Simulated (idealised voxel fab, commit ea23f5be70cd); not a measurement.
process module | voxel ribs on slabs
cross-section cut | 155 nm wide | cells 5 nm
A cross-section is a grid of square cells, given in bands from the top down. A band is one or more rows of cells.
Each band's line starts with the height of the band's top and of its bottom, in nm. Then come its materials from left to right, each with its width in nm. One material with "throughout" fills the band from edge to edge. "air" is empty space.
Height 0 is the level under which the wafer as received is all one material. The lowest band goes on downwards, as in "0 down".
A width such as "30 to 40" changes by the same amount from each row of cells to the next, from the band's top row to its bottom row.
"no change" after a step means that no cell of the cross-section changed.
closed voids: empty space of 8 cells or more with no open way to the top, each as width x height at its distance from the left edge, in nm
after a step's settings: what the simulator itself notes on the step
overlay nm, on a step with a mask: how far to the right of its planned place the mask lay; to the left if negative
plan
1 op RECEIVE | material Si
2 op DIRECTIONAL_DEP | material SiO2 | thk nm 20
3 op DIRECTIONAL_DEP | material polySi | thk nm 20
4 op PATTERN | tone cover | mask id RIB | material resist | width nm 15 | thk nm 15 | overlay nm 0
5 op DIRECTIONAL_ETCH | etch materials polySi | depth nm 5
6 op STRIP | etch materials resist
7 op MASKED_ETCH | tone cover | mask id SLAB | width nm 75 | etch materials polySi | depth nm 15 | overlay nm 0
8 op FILL_DEP | material SiO2 | thk nm 30
9 op CMP | height nm 60
10 op DIRECTIONAL_DEP | material W | thk nm 5
11 op DIRECTIONAL_DEP | material aC | thk nm 15
12 op PATTERN | tone cover | mask id HEATER | material resist | width nm 25 | thk nm 35 | overlay nm 0
13 op DIRECTIONAL_ETCH | etch materials aC | depth nm 15
14 op STRIP | etch materials resist
15 op DIRECTIONAL_ETCH | etch materials W | depth nm 5
16 op STRIP | etch materials aC
17 op CONFORMAL_DEP | material SiN | thk nm 10
first wafer, as planned
as received, after step 1
  0 down: Si throughout
  closed voids: none
after step 2
  20 to 0: SiO2 throughout
  below 0: unchanged
after step 3
  40 to 20: polySi throughout
  below 20: unchanged
after step 4
  55 to 40: air 70 | resist 15 | air 70
  below 40: unchanged
after step 5
  55 to 40: air 70 | resist 15 | air 70
  40 to 35: air 70 | polySi 15 | air 70
  below 35: unchanged
after step 6
  40 to 35: air 70 | polySi 15 | air 70
  below 35: unchanged
after step 7
  40 to 35: air 70 | polySi 15 | air 70
  35 to 20: air 40 | polySi 75 | air 40
  below 20: unchanged
after step 8
  70 to 40: SiO2 throughout
  40 to 35: SiO2 70 | polySi 15 | SiO2 70
  35 to 20: SiO2 40 | polySi 75 | SiO2 40
  below 20: unchanged
after step 9
  60 to 40: SiO2 throughout
  below 40: unchanged
after step 10
  65 to 60: W throughout
  below 60: unchanged
after step 11
  80 to 65: aC throughout
  below 65: unchanged
after step 12
  115 to 80: air 65 | resist 25 | air 65
  below 80: unchanged
after step 13
  100 to 80: air 65 | resist 25 | air 65
  80 to 65: air 65 | aC 25 | air 65
  below 65: unchanged
after step 14
  80 to 65: air 65 | aC 25 | air 65
  below 65: unchanged
after step 15
  80 to 65: air 65 | aC 25 | air 65
  65 to 60: air 65 | W 25 | air 65
  below 60: unchanged
after step 16
  65 to 60: air 65 | W 25 | air 65
  below 60: unchanged
after step 17
  75 to 70: air 55 | SiN 45 | air 55
  70 to 65: SiN throughout
  65 to 60: SiN 65 | W 25 | SiN 65
  below 60: unchanged
second wafer: like start, like plan, one mistake. Through step 11 it matches the first wafer
when step 12 should have ended
  115 to 80: air 65 | resist 30 | air 60
  below 80: unchanged
when step 13 should have ended
  100 to 80: air 65 | resist 30 | air 60
  80 to 65: air 65 | aC 30 | air 60
  below 65: unchanged
when step 14 should have ended
  80 to 65: air 65 | aC 30 | air 60
  below 65: unchanged
when step 15 should have ended
  80 to 65: air 65 | aC 30 | air 60
  65 to 60: air 65 | W 30 | air 60
  below 60: unchanged
when step 16 should have ended
  65 to 60: air 65 | W 30 | air 60
  below 60: unchanged
when step 17 should have ended
  75 to 70: air 55 | SiN 50 | air 50
  70 to 65: SiN throughout
  65 to 60: SiN 65 | W 30 | SiN 60
  below 60: unchanged
what went wrong: step 12 ran as: op PATTERN | tone cover | mask id HEATER | material resist | width nm 30 | thk nm 35 | overlay nm 0
at the end the second wafer has, in cells: 1 more of W
